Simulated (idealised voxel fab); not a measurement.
Presented below is a process module, voxel self aligned vias.
This is section cut - it's 260 nm across, gridded in 5 nm square cells.
In this document a cross-section is written as a grid of square cells. It is given as a series of bands, listed from the top down, and a band is one or more rows of cells. Top, bottom (nm), then materials left to right with widths (nm); lone material tagged "all across" fills the whole band edge to edge; "air" = empty space. The reference from which all heights are counted is 0, the level beneath which the as-received wafer is entirely one material; the lowest band, having no lower bound, proceeds downward and is written after the example "0 and below". Width: "30..40" (first number = top row, second number = bottom row, same change from row to row of cells). Where a step carries "nothing altered", the cross-section came out of it unchanged, cell for cell. Voids not open to the top, 8 cells minimum: see "Closed empty spaces". Written width x height at distance; distance is from the left edge; nm. after a step's settings: what the simulator itself notes on the step. The setting "overlay nm" may be written on the line of a step. When the step uses a mask, the value reports how far to the right of the planned place the mask lay, and a negative value reports that it lay to the left.

Planned step list for the process:
1) RECEIVE [material Si]
2) CONFORMAL_DEP [material SiO2] [thk nm 10]
3) CONFORMAL_DEP [material SiCN] [thk nm 5]
4) DIRECTIONAL_DEP [material lowk] [thk nm 30]
5) PATTERN [tone open] [mask id LINES] [material resist] [width nm 20] [pitch nm 50] [thk nm 20] [overlay nm 0]
6) DIRECTIONAL_ETCH [etch materials lowk] [depth nm 30]
7) STRIP [etch materials resist]
8) CONFORMAL_DEP [material TiN] [thk nm 5]
9) FILL_DEP [material W] [thk nm 10]
10) CMP [height nm 45]
11) SELECTIVE_ETCH [etch materials W Ru TiN] [depth nm 5]
12) FILL_DEP [material SiN] [thk nm 10]
13) CMP [height nm 45]
14) DIRECTIONAL_DEP [material lowk] [thk nm 20]
15) MASKED_ETCH [tone open] [mask id VIAS] [width nm 30] [etch materials lowk] [depth nm 20] [overlay nm 0]
16) MASKED_ETCH [tone open] [mask id VIAS] [width nm 30] [etch materials SiN] [depth nm 5] [overlay nm 0]
17) CONFORMAL_DEP [material TiN] [thk nm 5]
18) FILL_DEP [material Cu] [thk nm 5]
19) CMP [height nm 65]
20) CONFORMAL_DEP [material SiCN] [thk nm 5]

Step 1 complete: cross-section of the wafer as received:
0 and below = Si all across
Closed empty spaces: none

First wafer of two, sectioned at end of module; run went per plan:
70 down to 65 = SiCN all across
65 down to 50 = 90 nm lowk  5 nm TiN  20 nm Cu  5 nm TiN  140 nm lowk
50 down to 45 = 90 nm lowk  10 nm TiN  10 nm Cu  10 nm TiN  140 nm lowk
45 down to 40 = 95 nm lowk  20 nm TiN  30 nm lowk  20 nm SiN  95 nm lowk
40 down to 20 = 95 nm lowk  5 nm TiN  10 nm W  5 nm TiN  30 nm lowk  5 nm TiN  10 nm W  5 nm TiN  95 nm lowk
20 down to 15 = 95 nm lowk  20 nm TiN  30 nm lowk  20 nm TiN  95 nm lowk
15 down to 10 = SiCN all across
10 down to 0 = SiO2 all across
0 and below = Si all across
Closed empty spaces: none

Now the second wafer, cross-sectioned at the end of the module. Nothing different at the start, nothing different in the plan compared with the first, just one mistake when it was actually run:
70 down to 65 = SiCN all across
65 down to 50 = 95 nm lowk  5 nm TiN  20 nm Cu  5 nm TiN  135 nm lowk
50 down to 45 = 95 nm lowk  5 nm TiN  10 nm Cu  15 nm TiN  135 nm lowk
45 down to 40 = 95 nm lowk  20 nm TiN  30 nm lowk  20 nm SiN  95 nm lowk
40 down to 20 = 95 nm lowk  5 nm TiN  10 nm W  5 nm TiN  30 nm lowk  5 nm TiN  10 nm W  5 nm TiN  95 nm lowk
20 down to 15 = 95 nm lowk  20 nm TiN  30 nm lowk  20 nm TiN  95 nm lowk
15 down to 10 = SiCN all across
10 down to 0 = SiO2 all across
0 and below = Si all across
Closed empty spaces: none
Here's what went sideways: step 15 was processed under conditions differing from the plan, specifically as MASKED_ETCH [tone open] [mask id VIAS] [width nm 30] [etch materials lowk] [depth nm 20] [overlay nm 5]
Heads up: at the end the two wafers have identical cell counts per material, they're just laid out differently.
